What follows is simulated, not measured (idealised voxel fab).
process module | voxel ribs on slabs
cross-section cut | 155 nm wide | cells 5 nm
A cross-section is a grid of square cells, given in bands from the top down. A band is one or more rows of cells.
Each band's line starts with the height of the band's top and of its bottom, in nm. Then come its materials from left to right, each with its width in nm. One material with "throughout" fills the band from edge to edge. "air" is empty space.
Height 0 is the level under which the wafer as received is all one material. The lowest band goes on downwards, as in "0 down".
A width such as "30 to 40" changes by the same amount from each row of cells to the next, from the band's top row to its bottom row.
"no change" after a step means that no cell of the cross-section changed.
closed voids: empty space of 8 cells or more with no open way to the top, each as width x height at its distance from the left edge, in nm
after a step's settings: what the simulator itself notes on the step
overlay nm, on a step with a mask: how far to the right of its planned place the mask lay; to the left if negative
plan
1 op RECEIVE | material Si
2 op DIRECTIONAL_DEP | material SiO2 | thk nm 20
3 op DIRECTIONAL_DEP | material SiN | thk nm 20
4 op PATTERN | tone cover | mask id RIB | material resist | width nm 15 | thk nm 15 | overlay nm 0
5 op DIRECTIONAL_ETCH | etch materials SiN | depth nm 10
6 op STRIP | etch materials resist
7 op MASKED_ETCH | tone cover | mask id SLAB | width nm 75 | etch materials SiN | depth nm 10 | overlay nm 0
8 op FILL_DEP | material SiO2 | thk nm 25
9 op CMP | height nm 60
10 op DIRECTIONAL_DEP | material TiN | thk nm 5
11 op PATTERN | tone cover | mask id HEATER | material resist | width nm 25 | thk nm 20 | overlay nm 0
12 op DIRECTIONAL_ETCH | etch materials TiN | depth nm 5
13 op STRIP | etch materials resist
14 op CONFORMAL_DEP | material SiN | thk nm 10
as received, after step 1
  0 down: Si throughout
  closed voids: none
first wafer at the end, as planned
  75 to 70: air 55 | SiN 45 | air 55
  70 to 65: SiN throughout
  65 to 60: SiN 65 | TiN 25 | SiN 65
  60 to 40: SiO2 throughout
  40 to 30: SiO2 70 | SiN 15 | SiO2 70
  30 to 20: SiO2 40 | SiN 75 | SiO2 40
  20 to 0: SiO2 throughout
  0 down: Si throughout
  closed voids: none
second wafer at the end: like start, like plan, one mistake
  75 to 70: air 55 | SiN 45 | air 55
  70 to 65: SiN throughout
  65 to 60: SiN 65 | TiN 25 | SiN 65
  60 to 40: SiO2 throughout
  40 to 20: TiN throughout
  20 to 0: SiO2 throughout
  0 down: Si throughout
  closed voids: none
what went wrong: step 3 ran as: op DIRECTIONAL_DEP | material TiN | thk nm 20
at the end the second wafer has, in cells: 36 fewer of SiN | 88 fewer of SiO2 | 124 more of TiN
